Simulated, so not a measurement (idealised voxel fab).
process module | voxel gate over fins
cross-section cut | 240 nm wide | cells 5 nm
A cross-section is a grid of square cells, given in bands from the top down. A band is one or more rows of cells.
Each band's line starts with the height of the band's top and of its bottom, in nm. Then come its materials from left to right, each with its width in nm. One material with "throughout" fills the band from edge to edge. "air" is empty space.
Height 0 is the level under which the wafer as received is all one material. The lowest band goes on downwards, as in "0 down".
A width such as "30 to 40" changes by the same amount from each row of cells to the next, from the band's top row to its bottom row.
"no change" after a step means that no cell of the cross-section changed.
closed voids: empty space of 8 cells or more with no open way to the top, each as width x height at its distance from the left edge, in nm
after a step's settings: what the simulator itself notes on the step
overlay nm, on a step with a mask: how far to the right of its planned place the mask lay; to the left if negative
Each pair below shows a cross-section before one step and the cross-section after it, down to the lowest band that changed. The line under each pair gives the step between them, with its settings. The pairs can come from different runs of this module on the same starting wafer, so a pair continues from the pair above only where its "before" says so.
before
  0 down: Si throughout
  closed voids: none
after
  5 to 0: SiN throughout
  below 0: unchanged
  closed voids: none
the step between: op CONFORMAL_DEP | material SiN | thk nm 5
before: the cross-section after the pair above
after
  20 to 5: aC throughout
  below 5: unchanged
  closed voids: none
the step between: op DIRECTIONAL_DEP | material aC | thk nm 15
before: the cross-section after the pair above
after
  55 to 20: air 85 | resist 15 | air 35 | resist 15 | air 90
  below 20: unchanged
  closed voids: none
the step between: op PATTERN | tone cover | mask id FINS | material resist | width nm 15 | pitch nm 50 | thk nm 35 | overlay nm 0
before: the cross-section after the pair above
after
  40 to 20: air 85 | resist 15 | air 35 | resist 15 | air 90
  20 to 5: air 85 | aC 15 | air 35 | aC 15 | air 90
  below 5: unchanged
  closed voids: none
the step between: op DIRECTIONAL_ETCH | etch materials aC | depth nm 15
before: the cross-section after the pair above
after
  20 to 5: air 85 | aC 15 | air 35 | aC 15 | air 90
  below 5: unchanged
  closed voids: none
the step between: op STRIP | etch materials resist
before: the cross-section after the pair above
after
  20 to 5: air 85 | aC 15 | air 35 | aC 15 | air 90
  5 to 0: air 85 | SiN 15 | air 35 | SiN 15 | air 90
  below 0: unchanged
  closed voids: none
the step between: op DIRECTIONAL_ETCH | etch materials SiN | depth nm 5
before: the cross-section after the pair above
after
  20 to 5: air 85 | aC 15 | air 35 | aC 15 | air 90
  5 to 0: air 85 | SiN 15 | air 35 | SiN 15 | air 90
  0 to -35: air 85 | Si 15 | air 35 | Si 15 | air 90
  below -35: unchanged
  closed voids: none
the step between: op DIRECTIONAL_ETCH | etch materials Si | depth nm 35
before: the cross-section after the pair above
after
  5 to 0: air 85 | SiN 15 | air 35 | SiN 15 | air 90
  below 0: unchanged
  closed voids: none
the step between: op STRIP | etch materials aC
before: the cross-section after the pair above
after
  5 to 0: air 85 | SiN 15 | air 35 | SiN 15 | air 90
  0 to -35: air 85 | SiO2 5 | Si 5 | SiO2 5 | air 35 | SiO2 5 | Si 5 | SiO2 5 | air 90
  -35 to -40: SiO2 90 | Si 5 | SiO2 45 | Si 5 | SiO2 95
  below -40: unchanged
  closed voids: none
the step between: op OXIDIZE | depth nm 5
before: the cross-section after the pair above
after
  20 to 5: SiO2 throughout
  5 to 0: SiO2 85 | SiN 15 | SiO2 35 | SiN 15 | SiO2 90
  0 to -40: SiO2 90 | Si 5 | SiO2 45 | Si 5 | SiO2 95
  below -40: unchanged
  closed voids: none
the step between: op FILL_DEP | material SiO2 | thk nm 15
before: the cross-section after the pair above
after
  5 to 0: SiO2 85 | SiN 15 | SiO2 35 | SiN 15 | SiO2 90
  below 0: unchanged
  closed voids: none
the step between: op CMP | height nm 5
before: the cross-section after the pair above
after
  5 to 0: SiO2 85 | SiN 15 | SiO2 10 | air 15 | SiO2 10 | SiN 15 | SiO2 90
  0 to -30: SiO2 90 | Si 5 | SiO2 15 | air 15 | SiO2 15 | Si 5 | SiO2 95
  below -30: unchanged
  closed voids: none
the step between: op MASKED_ETCH | tone open | mask id RAIL | width nm 15 | etch materials SiO2 | depth nm 35 | overlay nm 0
before: the cross-section after the pair above
after
  10 to 5: TiN 115 | air 5 | TiN 120
  5 to 0: SiO2 85 | SiN 15 | SiO2 10 | TiN 5 | air 5 | TiN 5 | SiO2 10 | SiN 15 | SiO2 90
  0 to -25: SiO2 90 | Si 5 | SiO2 15 | TiN 5 | air 5 | TiN 5 | SiO2 15 | Si 5 | SiO2 95
  -25 to -30: SiO2 90 | Si 5 | SiO2 15 | TiN 15 | SiO2 15 | Si 5 | SiO2 95
  below -30: unchanged
  closed voids: none
the step between: op CONFORMAL_DEP | material TiN | thk nm 5
before: the cross-section after the pair above
after
  15 to 10: W throughout
  10 to 5: TiN 115 | W 5 | TiN 120
  5 to 0: SiO2 85 | SiN 15 | SiO2 10 | TiN 5 | W 5 | TiN 5 | SiO2 10 | SiN 15 | SiO2 90
  0 to -25: SiO2 90 | Si 5 | SiO2 15 | TiN 5 | W 5 | TiN 5 | SiO2 15 | Si 5 | SiO2 95
  below -25: unchanged
  closed voids: none
the step between: op FILL_DEP | material W | thk nm 5
before: the cross-section after the pair above
after
  5 to 0: SiO2 85 | SiN 15 | SiO2 10 | TiN 5 | W 5 | TiN 5 | SiO2 10 | SiN 15 | SiO2 90
  below 0: unchanged
  closed voids: none
the step between: op CMP | height nm 5
before: the cross-section after the pair above
after
  5 to 0: SiO2 85 | SiN 15 | SiO2 10 | air 15 | SiO2 10 | SiN 15 | SiO2 90
  0 to -15: SiO2 90 | Si 5 | SiO2 15 | air 15 | SiO2 15 | Si 5 | SiO2 95
  below -15: unchanged
  closed voids: none
the step between: op SELECTIVE_ETCH | etch materials W Ru TiN | depth nm 20
before: the cross-section after the pair above
after
  10 to 5: SiO2 throughout
  5 to 0: SiO2 85 | SiN 15 | SiO2 35 | SiN 15 | SiO2 90
  0 to -15: SiO2 90 | Si 5 | SiO2 45 | Si 5 | SiO2 95
  below -15: unchanged
  closed voids: none
the step between: op FILL_DEP | material SiO2 | thk nm 5
before: the cross-section after the pair above
after
  5 to 0: SiO2 85 | SiN 15 | SiO2 35 | SiN 15 | SiO2 90
  below 0: unchanged
  closed voids: none
the step between: op CMP | height nm 5
before: the cross-section after the pair above
after
  5 to 0: air 85 | SiN 15 | air 35 | SiN 15 | air 90
  0 to -10: air 90 | Si 5 | air 45 | Si 5 | air 95
  below -10: unchanged
  closed voids: none
the step between: op SELECTIVE_ETCH | etch materials SiO2 | depth nm 15
before: the cross-section after the pair above
after
  0 to -10: air 90 | Si 5 | air 45 | Si 5 | air 95
  below -10: unchanged
  closed voids: none
the step between: op STRIP | etch materials SiN
before: the cross-section after the pair above
after
  5 to 0: air 85 | HfO2 15 | air 35 | HfO2 15 | air 90
  0 to -5: air 85 | HfO2 5 | Si 5 | HfO2 5 | air 35 | HfO2 5 | Si 5 | HfO2 5 | air 90
  -5 to -10: HfO2 90 | Si 5 | HfO2 45 | Si 5 | HfO2 95
  below -10: unchanged
  closed voids: none
the step between: op CONFORMAL_DEP | material HfO2 | thk nm 5
before: the cross-section after the pair above
after
  10 to 5: air 80 | TiN 25 | air 25 | TiN 25 | air 85
  5 to 0: air 80 | TiN 5 | HfO2 15 | TiN 5 | air 25 | TiN 5 | HfO2 15 | TiN 5 | air 85
  0 to -5: TiN 85 | HfO2 5 | Si 5 | HfO2 5 | TiN 35 | HfO2 5 | Si 5 | HfO2 5 | TiN 90
  below -5: unchanged
  closed voids: none
the step between: op CONFORMAL_DEP | material TiN | thk nm 5
before: the cross-section after the pair above
after
  15 to 10: air 75 | TiAl 35 | air 15 | TiAl 35 | air 80
  10 to 5: air 75 | TiAl 5 | TiN 25 | TiAl 5 | air 15 | TiAl 5 | TiN 25 | TiAl 5 | air 80
  5 to 0: TiAl 80 | TiN 5 | HfO2 15 | TiN 5 | TiAl 25 | TiN 5 | HfO2 15 | TiN 5 | TiAl 85
  below 0: unchanged
  closed voids: none
the step between: op CONFORMAL_DEP | material TiAl | thk nm 5
before: the cross-section after the pair above
after
  20 to 15: air 70 | TiN 45 | air 5 | TiN 45 | air 75
  15 to 10: air 70 | TiN 5 | TiAl 35 | TiN 5 | air 5 | TiN 5 | TiAl 35 | TiN 5 | air 75
  10 to 5: TiN 75 | TiAl 5 | TiN 25 | TiAl 5 | TiN 15 | TiAl 5 | TiN 25 | TiAl 5 | TiN 80
  below 5: unchanged
  closed voids: none
the step between: op CONFORMAL_DEP | material TiN | thk nm 5
before: the cross-section after the pair above
after
  35 to 20: W throughout
  20 to 15: W 70 | TiN 45 | W 5 | TiN 45 | W 75
  15 to 10: W 70 | TiN 5 | TiAl 35 | TiN 5 | W 5 | TiN 5 | TiAl 35 | TiN 5 | W 75
  below 10: unchanged
  closed voids: none
the step between: op FILL_DEP | material W | thk nm 15
before: the cross-section after the pair above
after
  30 to 20: W throughout
  below 20: unchanged
  closed voids: none
the step between: op CMP | height nm 30
before: the cross-section after the pair above
after
  35 to 30: SiCN throughout
  below 30: unchanged
  closed voids: none
the step between: op CONFORMAL_DEP | material SiCN | thk nm 5
before
  10 to 5: air 80 | TiN 25 | air 25 | TiN 25 | air 85
  5 to 0: air 80 | TiN 5 | HfO2 15 | TiN 5 | air 25 | TiN 5 | HfO2 15 | TiN 5 | air 85
  0 to -5: TiN 85 | HfO2 5 | Si 5 | HfO2 5 | TiN 35 | HfO2 5 | Si 5 | HfO2 5 | TiN 90
  -5 to -10: HfO2 90 | Si 5 | HfO2 45 | Si 5 | HfO2 95
  -10 to -15: SiO2 90 | Si 5 | SiO2 45 | Si 5 | SiO2 95
  -15 to -25: SiO2 90 | Si 5 | SiO2 15 | TiN 5 | W 5 | TiN 5 | SiO2 15 | Si 5 | SiO2 95
  -25 to -30: SiO2 90 | Si 5 | SiO2 15 | TiN 15 | SiO2 15 | Si 5 | SiO2 95
  -30 to -40: SiO2 90 | Si 5 | SiO2 45 | Si 5 | SiO2 95
  -40 down: Si throughout
  closed voids: none
after
  15 to 5: air 75 | TiN 35 | air 15 | TiN 35 | air 80
  5 to 0: TiN 85 | HfO2 15 | TiN 35 | HfO2 15 | TiN 90
  below 0: unchanged
  closed voids: none
the step between: op CONFORMAL_DEP | material TiN | thk nm 5
before: the cross-section after the pair above
after
  30 to 15: W throughout
  15 to 5: W 75 | TiN 35 | W 15 | TiN 35 | W 80
  below 5: unchanged
  closed voids: none
the step between: op FILL_DEP | material W | thk nm 15
before: the cross-section after the pair above
after
  35 to 30: SiCN throughout
  below 30: unchanged
  closed voids: none
the step between: op CONFORMAL_DEP | material SiCN | thk nm 5
before
  5 to 0: air 85 | SiN 15 | air 35 | SiN 15 | air 90
  0 to -10: air 90 | Si 5 | air 45 | Si 5 | air 95
  -10 to -15: SiO2 90 | Si 5 | SiO2 45 | Si 5 | SiO2 95
  -15 to -25: SiO2 90 | Si 5 | SiO2 15 | TiN 5 | W 5 | TiN 5 | SiO2 15 | Si 5 | SiO2 95
  -25 to -30: SiO2 90 | Si 5 | SiO2 15 | TiN 15 | SiO2 15 | Si 5 | SiO2 95
  -30 to -40: SiO2 90 | Si 5 | SiO2 45 | Si 5 | SiO2 95
  -40 down: Si throughout
  closed voids: none
after
  5 to 0: air 85 | SiN 15 | air 35 | SiN 15 | air 90
  0 to -15: air 90 | Si 5 | air 45 | Si 5 | air 95
  -15 to -25: air 90 | Si 5 | air 15 | TiN 5 | W 5 | TiN 5 | air 15 | Si 5 | air 95
  below -25: unchanged
  closed voids: none
the step between: op SELECTIVE_ETCH | etch materials SiO2 | depth nm 15
before: the cross-section after the pair above
after
  0 to -15: air 90 | Si 5 | air 45 | Si 5 | air 95
  below -15: unchanged
  closed voids: none
the step between: op STRIP | etch materials SiN
before: the cross-section after the pair above
after
  5 to 0: air 85 | HfO2 15 | air 35 | HfO2 15 | air 90
  0 to -10: air 85 | HfO2 5 | Si 5 | HfO2 5 | air 35 | HfO2 5 | Si 5 | HfO2 5 | air 90
  -10 to -15: air 85 | HfO2 5 | Si 5 | HfO2 5 | air 5 | HfO2 25 | air 5 | HfO2 5 | Si 5 | HfO2 5 | air 90
  -15 to -20: air 85 | HfO2 5 | Si 5 | HfO2 5 | air 5 | HfO2 5 | TiN 5 | W 5 | TiN 5 | HfO2 5 | air 5 | HfO2 5 | Si 5 | HfO2 5 | air 90
  -20 to -25: HfO2 90 | Si 5 | HfO2 15 | TiN 5 | W 5 | TiN 5 | HfO2 15 | Si 5 | HfO2 95
  below -25: unchanged
  closed voids: none
the step between: op CONFORMAL_DEP | material HfO2 | thk nm 5
before: the cross-section after the pair above
after
  10 to 5: air 80 | TiN 25 | air 25 | TiN 25 | air 85
  5 to 0: air 80 | TiN 5 | HfO2 15 | TiN 5 | air 25 | TiN 5 | HfO2 15 | TiN 5 | air 85
  0 to -5: air 80 | TiN 5 | HfO2 5 | Si 5 | HfO2 5 | TiN 5 | air 25 | TiN 5 | HfO2 5 | Si 5 | HfO2 5 | TiN 5 | air 85
  -5 to -10: air 80 | TiN 5 | HfO2 5 | Si 5 | HfO2 5 | TiN 35 | HfO2 5 | Si 5 | HfO2 5 | TiN 5 | air 85
  -10 to -15: air 80 | TiN 5 | HfO2 5 | Si 5 | HfO2 5 | TiN 5 | HfO2 25 | TiN 5 | HfO2 5 | Si 5 | HfO2 5 | TiN 5 | air 85
  -15 to -20: TiN 85 | HfO2 5 | Si 5 | HfO2 5 | TiN 5 | HfO2 5 | TiN 5 | W 5 | TiN 5 | HfO2 5 | TiN 5 | HfO2 5 | Si 5 | HfO2 5 | TiN 90
  below -20: unchanged
  closed voids: none
the step between: op CONFORMAL_DEP | material TiN | thk nm 5
before: the cross-section after the pair above
after
  15 to 10: air 75 | TiAl 35 | air 15 | TiAl 35 | air 80
  10 to 5: air 75 | TiAl 5 | TiN 25 | TiAl 5 | air 15 | TiAl 5 | TiN 25 | TiAl 5 | air 80
  5 to 0: air 75 | TiAl 5 | TiN 5 | HfO2 15 | TiN 5 | TiAl 5 | air 15 | TiAl 5 | TiN 5 | HfO2 15 | TiN 5 | TiAl 5 | air 80
  0 to -5: air 75 | TiAl 5 | TiN 5 | HfO2 5 | Si 5 | HfO2 5 | TiN 5 | TiAl 25 | TiN 5 | HfO2 5 | Si 5 | HfO2 5 | TiN 5 | TiAl 5 | air 80
  -5 to -10: air 75 | TiAl 5 | TiN 5 | HfO2 5 | Si 5 | HfO2 5 | TiN 35 | HfO2 5 | Si 5 | HfO2 5 | TiN 5 | TiAl 5 | air 80
  -10 to -15: TiAl 80 | TiN 5 | HfO2 5 | Si 5 | HfO2 5 | TiN 5 | HfO2 25 | TiN 5 | HfO2 5 | Si 5 | HfO2 5 | TiN 5 | TiAl 85
  below -15: unchanged
  closed voids: none
the step between: op CONFORMAL_DEP | material TiAl | thk nm 5
before: the cross-section after the pair above
after
  20 to 15: air 70 | TiN 45 | air 5 | TiN 45 | air 75
  15 to 10: air 70 | TiN 5 | TiAl 35 | TiN 5 | air 5 | TiN 5 | TiAl 35 | TiN 5 | air 75
  10 to 5: air 70 | TiN 5 | TiAl 5 | TiN 25 | TiAl 5 | TiN 5 | air 5 | TiN 5 | TiAl 5 | TiN 25 | TiAl 5 | TiN 5 | air 75
  5 to 0: air 70 | TiN 5 | TiAl 5 | TiN 5 | HfO2 15 | TiN 5 | TiAl 5 | TiN 15 | TiAl 5 | TiN 5 | HfO2 15 | TiN 5 | TiAl 5 | TiN 5 | air 75
  0 to -5: air 70 | TiN 5 | TiAl 5 | TiN 5 | HfO2 5 | Si 5 | HfO2 5 | TiN 5 | TiAl 25 | TiN 5 | HfO2 5 | Si 5 | HfO2 5 | TiN 5 | TiAl 5 | TiN 5 | air 75
  -5 to -10: TiN 75 | TiAl 5 | TiN 5 | HfO2 5 | Si 5 | HfO2 5 | TiN 35 | HfO2 5 | Si 5 | HfO2 5 | TiN 5 | TiAl 5 | TiN 80
  below -10: unchanged
  closed voids: none
the step between: op CONFORMAL_DEP | material TiN | thk nm 5
before: the cross-section after the pair above
after
  35 to 20: W throughout
  20 to 15: W 70 | TiN 45 | W 5 | TiN 45 | W 75
  15 to 10: W 70 | TiN 5 | TiAl 35 | TiN 5 | W 5 | TiN 5 | TiAl 35 | TiN 5 | W 75
  10 to 5: W 70 | TiN 5 | TiAl 5 | TiN 25 | TiAl 5 | TiN 5 | W 5 | TiN 5 | TiAl 5 | TiN 25 | TiAl 5 | TiN 5 | W 75
  5 to 0: W 70 | TiN 5 | TiAl 5 | TiN 5 | HfO2 15 | TiN 5 | TiAl 5 | TiN 15 | TiAl 5 | TiN 5 | HfO2 15 | TiN 5 | TiAl 5 | TiN 5 | W 75
  0 to -5: W 70 | TiN 5 | TiAl 5 | TiN 5 | HfO2 5 | Si 5 | HfO2 5 | TiN 5 | TiAl 25 | TiN 5 | HfO2 5 | Si 5 | HfO2 5 | TiN 5 | TiAl 5 | TiN 5 | W 75
  below -5: unchanged
  closed voids: none
the step between: op FILL_DEP | material W | thk nm 15
before: the cross-section after the pair above
after
  30 to 20: W throughout
  below 20: unchanged
  closed voids: none
the step between: op CMP | height nm 30
before: the cross-section after the pair above
after
  35 to 30: SiCN throughout
  below 30: unchanged
  closed voids: none
the step between: op CONFORMAL_DEP | material SiCN | thk nm 5
before
  5 to 0: SiO2 85 | SiN 15 | SiO2 35 | SiN 15 | SiO2 90
  0 to -15: SiO2 90 | Si 5 | SiO2 45 | Si 5 | SiO2 95
  -15 to -25: SiO2 90 | Si 5 | SiO2 15 | TiN 5 | W 5 | TiN 5 | SiO2 15 | Si 5 | SiO2 95
  -25 to -30: SiO2 90 | Si 5 | SiO2 15 | TiN 15 | SiO2 15 | Si 5 | SiO2 95
  -30 to -40: SiO2 90 | Si 5 | SiO2 45 | Si 5 | SiO2 95
  -40 down: Si throughout
  closed voids: none
after
  5 to 0: SiO2 85 | air 15 | SiO2 35 | air 15 | SiO2 90
  below 0: unchanged
  closed voids: none
the step between: op STRIP | etch materials SiN
before: the cross-section after the pair above
after
  0 to -10: air 90 | Si 5 | air 45 | Si 5 | air 95
  -10 to -15: SiO2 70 | air 20 | Si 5 | air 20 | SiO2 5 | air 20 | Si 5 | air 20 | SiO2 75
  below -15: unchanged
  closed voids: none
the step between: op SELECTIVE_ETCH | etch materials SiO2 | depth nm 15
before: the cross-section after the pair above
after
  5 to 0: air 85 | HfO2 15 | air 35 | HfO2 15 | air 90
  0 to -5: air 85 | HfO2 5 | Si 5 | HfO2 5 | air 35 | HfO2 5 | Si 5 | HfO2 5 | air 90
  -5 to -10: HfO2 75 | air 10 | HfO2 5 | Si 5 | HfO2 5 | air 10 | HfO2 15 | air 10 | HfO2 5 | Si 5 | HfO2 5 | air 10 | HfO2 80
  -10 to -15: SiO2 70 | HfO2 20 | Si 5 | HfO2 20 | SiO2 5 | HfO2 20 | Si 5 | HfO2 20 | SiO2 75
  below -15: unchanged
  closed voids: none
the step between: op CONFORMAL_DEP | material HfO2 | thk nm 5
before: the cross-section after the pair above
after
  10 to 5: air 80 | TiN 25 | air 25 | TiN 25 | air 85
  5 to 0: air 80 | TiN 5 | HfO2 15 | TiN 5 | air 25 | TiN 5 | HfO2 15 | TiN 5 | air 85
  0 to -5: TiN 85 | HfO2 5 | Si 5 | HfO2 5 | TiN 35 | HfO2 5 | Si 5 | HfO2 5 | TiN 90
  -5 to -10: HfO2 75 | TiN 10 | HfO2 5 | Si 5 | HfO2 5 | TiN 10 | HfO2 15 | TiN 10 | HfO2 5 | Si 5 | HfO2 5 | TiN 10 | HfO2 80
  below -10: unchanged
  closed voids: none
the step between: op CONFORMAL_DEP | material TiN | thk nm 5
before: the cross-section after the pair above
after
  15 to 10: air 75 | TiAl 35 | air 15 | TiAl 35 | air 80
  10 to 5: air 75 | TiAl 5 | TiN 25 | TiAl 5 | air 15 | TiAl 5 | TiN 25 | TiAl 5 | air 80
  5 to 0: TiAl 80 | TiN 5 | HfO2 15 | TiN 5 | TiAl 25 | TiN 5 | HfO2 15 | TiN 5 | TiAl 85
  below 0: unchanged
  closed voids: none
the step between: op CONFORMAL_DEP | material TiAl | thk nm 5
before: the cross-section after the pair above
after
  20 to 15: air 70 | TiN 45 | air 5 | TiN 45 | air 75
  15 to 10: air 70 | TiN 5 | TiAl 35 | TiN 5 | air 5 | TiN 5 | TiAl 35 | TiN 5 | air 75
  10 to 5: TiN 75 | TiAl 5 | TiN 25 | TiAl 5 | TiN 15 | TiAl 5 | TiN 25 | TiAl 5 | TiN 80
  below 5: unchanged
  closed voids: none
the step between: op CONFORMAL_DEP | material TiN | thk nm 5
before: the cross-section after the pair above
after
  35 to 20: W throughout
  20 to 15: W 70 | TiN 45 | W 5 | TiN 45 | W 75
  15 to 10: W 70 | TiN 5 | TiAl 35 | TiN 5 | W 5 | TiN 5 | TiAl 35 | TiN 5 | W 75
  below 10: unchanged
  closed voids: none
the step between: op FILL_DEP | material W | thk nm 15
before: the cross-section after the pair above
after
  30 to 20: W throughout
  below 20: unchanged
  closed voids: none
the step between: op CMP | height nm 30
before: the cross-section after the pair above
after
  35 to 30: SiCN throughout
  below 30: unchanged
  closed voids: none
the step between: op CONFORMAL_DEP | material SiCN | thk nm 5
before
  10 to 5: air 80 | TiN 25 | air 25 | TiN 25 | air 85
  5 to 0: air 80 | TiN 5 | HfO2 15 | TiN 5 | air 25 | TiN 5 | HfO2 15 | TiN 5 | air 85
  0 to -5: TiN 85 | HfO2 5 | Si 5 | HfO2 5 | TiN 35 | HfO2 5 | Si 5 | HfO2 5 | TiN 90
  -5 to -10: HfO2 90 | Si 5 | HfO2 45 | Si 5 | HfO2 95
  -10 to -15: SiO2 90 | Si 5 | SiO2 45 | Si 5 | SiO2 95
  -15 to -25: SiO2 90 | Si 5 | SiO2 15 | TiN 5 | W 5 | TiN 5 | SiO2 15 | Si 5 | SiO2 95
  -25 to -30: SiO2 90 | Si 5 | SiO2 15 | TiN 15 | SiO2 15 | Si 5 | SiO2 95
  -30 to -40: SiO2 90 | Si 5 | SiO2 45 | Si 5 | SiO2 95
  -40 down: Si throughout
  closed voids: none
after
  25 to 15: air 65 | TiAl 105 | air 70
  15 to 10: TiAl throughout
  10 to 5: TiAl 80 | TiN 25 | TiAl 25 | TiN 25 | TiAl 85
  5 to 0: TiAl 80 | TiN 5 | HfO2 15 | TiN 5 | TiAl 25 | TiN 5 | HfO2 15 | TiN 5 | TiAl 85
  below 0: unchanged
  closed voids: none
the step between: op CONFORMAL_DEP | material TiAl | thk nm 15
before: the cross-section after the pair above
after
  30 to 25: air 60 | TiN 115 | air 65
  25 to 20: air 60 | TiN 5 | TiAl 105 | TiN 5 | air 65
  20 to 15: TiN 65 | TiAl 105 | TiN 70
  below 15: unchanged
  closed voids: none
the step between: op CONFORMAL_DEP | material TiN | thk nm 5
before: the cross-section after the pair above
after
  45 to 30: W throughout
  30 to 25: W 60 | TiN 115 | W 65
  25 to 20: W 60 | TiN 5 | TiAl 105 | TiN 5 | W 65
  below 20: unchanged
  closed voids: none
the step between: op FILL_DEP | material W | thk nm 15
before: the cross-section after the pair above
after
  30 to 25: W 60 | TiN 115 | W 65
  below 25: unchanged
  closed voids: none
the step between: op CMP | height nm 30
before: the cross-section after the pair above
after
  35 to 30: SiCN throughout
  below 30: unchanged
  closed voids: none
the step between: op CONFORMAL_DEP | material SiCN | thk nm 5
before
  20 to 5: aC throughout
  5 to 0: SiN throughout
  0 down: Si throughout
  closed voids: none
after
  55 to 20: air 80 | resist 25 | air 25 | resist 25 | air 85
  below 20: unchanged
  closed voids: none
the step between: op PATTERN | tone cover | mask id FINS | material resist | width nm 25 | pitch nm 50 | thk nm 35 | overlay nm 0
before: the cross-section after the pair above
after
  40 to 20: air 80 | resist 25 | air 25 | resist 25 | air 85
  20 to 5: air 80 | aC 25 | air 25 | aC 25 | air 85
  below 5: unchanged
  closed voids: none
the step between: op DIRECTIONAL_ETCH | etch materials aC | depth nm 15
before: the cross-section after the pair above
after
  20 to 5: air 80 | aC 25 | air 25 | aC 25 | air 85
  below 5: unchanged
  closed voids: none
the step between: op STRIP | etch materials resist
before: the cross-section after the pair above
after
  20 to 5: air 80 | aC 25 | air 25 | aC 25 | air 85
  5 to 0: air 80 | SiN 25 | air 25 | SiN 25 | air 85
  below 0: unchanged
  closed voids: none
the step between: op DIRECTIONAL_ETCH | etch materials SiN | depth nm 5
before: the cross-section after the pair above
after
  20 to 5: air 80 | aC 25 | air 25 | aC 25 | air 85
  5 to 0: air 80 | SiN 25 | air 25 | SiN 25 | air 85
  0 to -35: air 80 | Si 25 | air 25 | Si 25 | air 85
  below -35: unchanged
  closed voids: none
the step between: op DIRECTIONAL_ETCH | etch materials Si | depth nm 35
before: the cross-section after the pair above
after
  5 to 0: air 80 | SiN 25 | air 25 | SiN 25 | air 85
  below 0: unchanged
  closed voids: none
the step between: op STRIP | etch materials aC
before: the cross-section after the pair above
after
  5 to 0: air 80 | SiN 25 | air 25 | SiN 25 | air 85
  0 to -35: air 80 | SiO2 5 | Si 15 | SiO2 5 | air 25 | SiO2 5 | Si 15 | SiO2 5 | air 85
  -35 to -40: SiO2 85 | Si 15 | SiO2 35 | Si 15 | SiO2 90
  below -40: unchanged
  closed voids: none
the step between: op OXIDIZE | depth nm 5
before: the cross-section after the pair above
after
  20 to 5: SiO2 throughout
  5 to 0: SiO2 80 | SiN 25 | SiO2 25 | SiN 25 | SiO2 85
  0 to -40: SiO2 85 | Si 15 | SiO2 35 | Si 15 | SiO2 90
  below -40: unchanged
  closed voids: none
the step between: op FILL_DEP | material SiO2 | thk nm 15
before: the cross-section after the pair above
after
  5 to 0: SiO2 80 | SiN 25 | SiO2 25 | SiN 25 | SiO2 85
  below 0: unchanged
  closed voids: none
the step between: op CMP | height nm 5
before: the cross-section after the pair above
after
  5 to 0: SiO2 80 | SiN 25 | SiO2 5 | air 15 | SiO2 5 | SiN 25 | SiO2 85
  0 to -30: SiO2 85 | Si 15 | SiO2 10 | air 15 | SiO2 10 | Si 15 | SiO2 90
  below -30: unchanged
  closed voids: none
the step between: op MASKED_ETCH | tone open | mask id RAIL | width nm 15 | etch materials SiO2 | depth nm 35 | overlay nm 0
before: the cross-section after the pair above
after
  10 to 5: TiN 115 | air 5 | TiN 120
  5 to 0: SiO2 80 | SiN 25 | SiO2 5 | TiN 5 | air 5 | TiN 5 | SiO2 5 | SiN 25 | SiO2 85
  0 to -25: SiO2 85 | Si 15 | SiO2 10 | TiN 5 | air 5 | TiN 5 | SiO2 10 | Si 15 | SiO2 90
  -25 to -30: SiO2 85 | Si 15 | SiO2 10 | TiN 15 | SiO2 10 | Si 15 | SiO2 90
  below -30: unchanged
  closed voids: none
the step between: op CONFORMAL_DEP | material TiN | thk nm 5
before: the cross-section after the pair above
after
  15 to 10: W throughout
  10 to 5: TiN 115 | W 5 | TiN 120
  5 to 0: SiO2 80 | SiN 25 | SiO2 5 | TiN 5 | W 5 | TiN 5 | SiO2 5 | SiN 25 | SiO2 85
  0 to -25: SiO2 85 | Si 15 | SiO2 10 | TiN 5 | W 5 | TiN 5 | SiO2 10 | Si 15 | SiO2 90
  below -25: unchanged
  closed voids: none
the step between: op FILL_DEP | material W | thk nm 5
before: the cross-section after the pair above
after
  5 to 0: SiO2 80 | SiN 25 | SiO2 5 | TiN 5 | W 5 | TiN 5 | SiO2 5 | SiN 25 | SiO2 85
  below 0: unchanged
  closed voids: none
the step between: op CMP | height nm 5
before: the cross-section after the pair above
after
  5 to 0: SiO2 80 | SiN 25 | SiO2 5 | air 15 | SiO2 5 | SiN 25 | SiO2 85
  0 to -15: SiO2 85 | Si 15 | SiO2 10 | air 15 | SiO2 10 | Si 15 | SiO2 90
  below -15: unchanged
  closed voids: none
the step between: op SELECTIVE_ETCH | etch materials W Ru TiN | depth nm 20
before: the cross-section after the pair above
after
  10 to 5: SiO2 throughout
  5 to 0: SiO2 80 | SiN 25 | SiO2 25 | SiN 25 | SiO2 85
  0 to -15: SiO2 85 | Si 15 | SiO2 35 | Si 15 | SiO2 90
  below -15: unchanged
  closed voids: none
the step between: op FILL_DEP | material SiO2 | thk nm 5
before: the cross-section after the pair above
after
  5 to 0: SiO2 80 | SiN 25 | SiO2 25 | SiN 25 | SiO2 85
  below 0: unchanged
  closed voids: none
the step between: op CMP | height nm 5
before: the cross-section after the pair above
after
  5 to 0: air 80 | SiN 25 | air 25 | SiN 25 | air 85
  0 to -10: air 85 | Si 15 | air 35 | Si 15 | air 90
  below -10: unchanged
  closed voids: none
the step between: op SELECTIVE_ETCH | etch materials SiO2 | depth nm 15
before: the cross-section after the pair above
after
  0 to -10: air 85 | Si 15 | air 35 | Si 15 | air 90
  below -10: unchanged
  closed voids: none
the step between: op STRIP | etch materials SiN
before: the cross-section after the pair above
after
  5 to 0: air 80 | HfO2 25 | air 25 | HfO2 25 | air 85
  0 to -5: air 80 | HfO2 5 | Si 15 | HfO2 5 | air 25 | HfO2 5 | Si 15 | HfO2 5 | air 85
  -5 to -10: HfO2 85 | Si 15 | HfO2 35 | Si 15 | HfO2 90
  below -10: unchanged
  closed voids: none
the step between: op CONFORMAL_DEP | material HfO2 | thk nm 5
before: the cross-section after the pair above
after
  10 to 5: air 75 | TiN 35 | air 15 | TiN 35 | air 80
  5 to 0: air 75 | TiN 5 | HfO2 25 | TiN 5 | air 15 | TiN 5 | HfO2 25 | TiN 5 | air 80
  0 to -5: TiN 80 | HfO2 5 | Si 15 | HfO2 5 | TiN 25 | HfO2 5 | Si 15 | HfO2 5 | TiN 85
  below -5: unchanged
  closed voids: none
the step between: op CONFORMAL_DEP | material TiN | thk nm 5
before: the cross-section after the pair above
after
  15 to 10: air 70 | TiAl 45 | air 5 | TiAl 45 | air 75
  10 to 5: air 70 | TiAl 5 | TiN 35 | TiAl 5 | air 5 | TiAl 5 | TiN 35 | TiAl 5 | air 75
  5 to 0: TiAl 75 | TiN 5 | HfO2 25 | TiN 5 | TiAl 15 | TiN 5 | HfO2 25 | TiN 5 | TiAl 80
  below 0: unchanged
  closed voids: none
the step between: op CONFORMAL_DEP | material TiAl | thk nm 5
before: the cross-section after the pair above
after
  20 to 15: air 65 | TiN 105 | air 70
  15 to 10: air 65 | TiN 5 | TiAl 45 | TiN 5 | TiAl 45 | TiN 5 | air 70
  10 to 5: TiN 70 | TiAl 5 | TiN 35 | TiAl 5 | TiN 5 | TiAl 5 | TiN 35 | TiAl 5 | TiN 75
  below 5: unchanged
  closed voids: none
the step between: op CONFORMAL_DEP | material TiN | thk nm 5
